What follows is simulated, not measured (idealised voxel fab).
Documented hereafter: the process module known as voxel ribs on slabs.
Square cells of 5 nm make up the cross-section cut, whose width is 145 nm.
Think of the cross-section as a grid of square cells. We describe it in bands, top to bottom, and each band covers one or more rows of those cells. Top height, bottom height, nm. Materials left to right, width each, nm. Single material + "everywhere" = fills band edge to edge. "empty" = empty. Basically, 0 is our baseline, since under it the wafer straight out of the box is all one material. The bottom band has no lower end and keeps on going down, so it looks like "0 and below". Top row gets the first number, bottom row gets the second, and each row in between changes by the same step: that is how a band width like "30..40" works. Any step labelled "no modification" changed none of the cells in the cross-section. "Closed void inventory" specifies each empty space that is not open to the top and that occupies no fewer than 8 cells, using the form width x height at distance, the distance measured from the left edge and all three quantities in nm. Past the settings on a step's line: simulator remark, on that step. The setting "overlay nm" may be written on the line of a step. When the step uses a mask, the value reports how far to the right of the planned place the mask lay, and a negative value reports that it lay to the left.
**Process steps - plan**
- 1: RECEIVE [material Si]
- 2: DIRECTIONAL_DEP [material SiO2] [thk nm 25]
- 3: DIRECTIONAL_DEP [material polySi] [thk nm 15]
- 4: DIRECTIONAL_DEP [material aC] [thk nm 15]
- 5: PATTERN [tone cover] [mask id RIB] [material resist] [width nm 25] [thk nm 35] [overlay nm 0]
- 6: DIRECTIONAL_ETCH [etch materials aC] [depth nm 5]
- 7: STRIP [etch materials resist]
- 8: DIRECTIONAL_ETCH [etch materials polySi] [depth nm 10]
- 9: STRIP [etch materials aC]
- 10: PATTERN [tone cover] [mask id SLAB] [material resist] [width nm 55] [thk nm 15] [overlay nm 0]
- 11: DIRECTIONAL_ETCH [etch materials polySi] [depth nm 5]
- 12: STRIP [etch materials resist]
- 13: FILL_DEP [material SiO2] [thk nm 25]
- 14: CMP [height nm 55]
- 15: DIRECTIONAL_DEP [material TiN] [thk nm 5]
- 16: DIRECTIONAL_DEP [material aC] [thk nm 10]
- 17: PATTERN [tone cover] [mask id HEATER] [material resist] [width nm 35] [thk nm 25] [overlay nm 0]
- 18: DIRECTIONAL_ETCH [etch materials aC] [depth nm 10]
- 19: STRIP [etch materials resist]
- 20: DIRECTIONAL_ETCH [etch materials TiN] [depth nm 5]
- 21: STRIP [etch materials aC]
- 22: CONFORMAL_DEP [material SiN] [thk nm 10]
The plan shows the depth nm of step 6 as the first wafer had it; this setting differs between the wafers, which start out alike.
**Received wafers, first of several: cross-section after step 1**
    0 and below  Si everywhere
    Closed void inventory: none
**Where each wafer stands at the end of the module, a row apiece: cells of each material gained (+) or lost (-) since it was received, then closed voids**
depth nm 5 | +62 SiN | +250 SiO2 | +7 TiN | +69 polySi | Closed void inventory: none
depth nm 10 | +62 SiN | +250 SiO2 | +7 TiN | +69 polySi | Closed void inventory: none
depth nm 15 | +62 SiN | +298 SiO2 | +7 TiN | +21 polySi | Closed void inventory: none
depth nm 20 | +62 SiN | +298 SiO2 | +7 TiN | +21 polySi | Closed void inventory: none
depth nm 25 | +62 SiN | +298 SiO2 | +7 TiN | +21 polySi | Closed void inventory: none
depth nm 30 | +62 SiN | +298 SiO2 | +7 TiN | +21 polySi | Closed void inventory: none
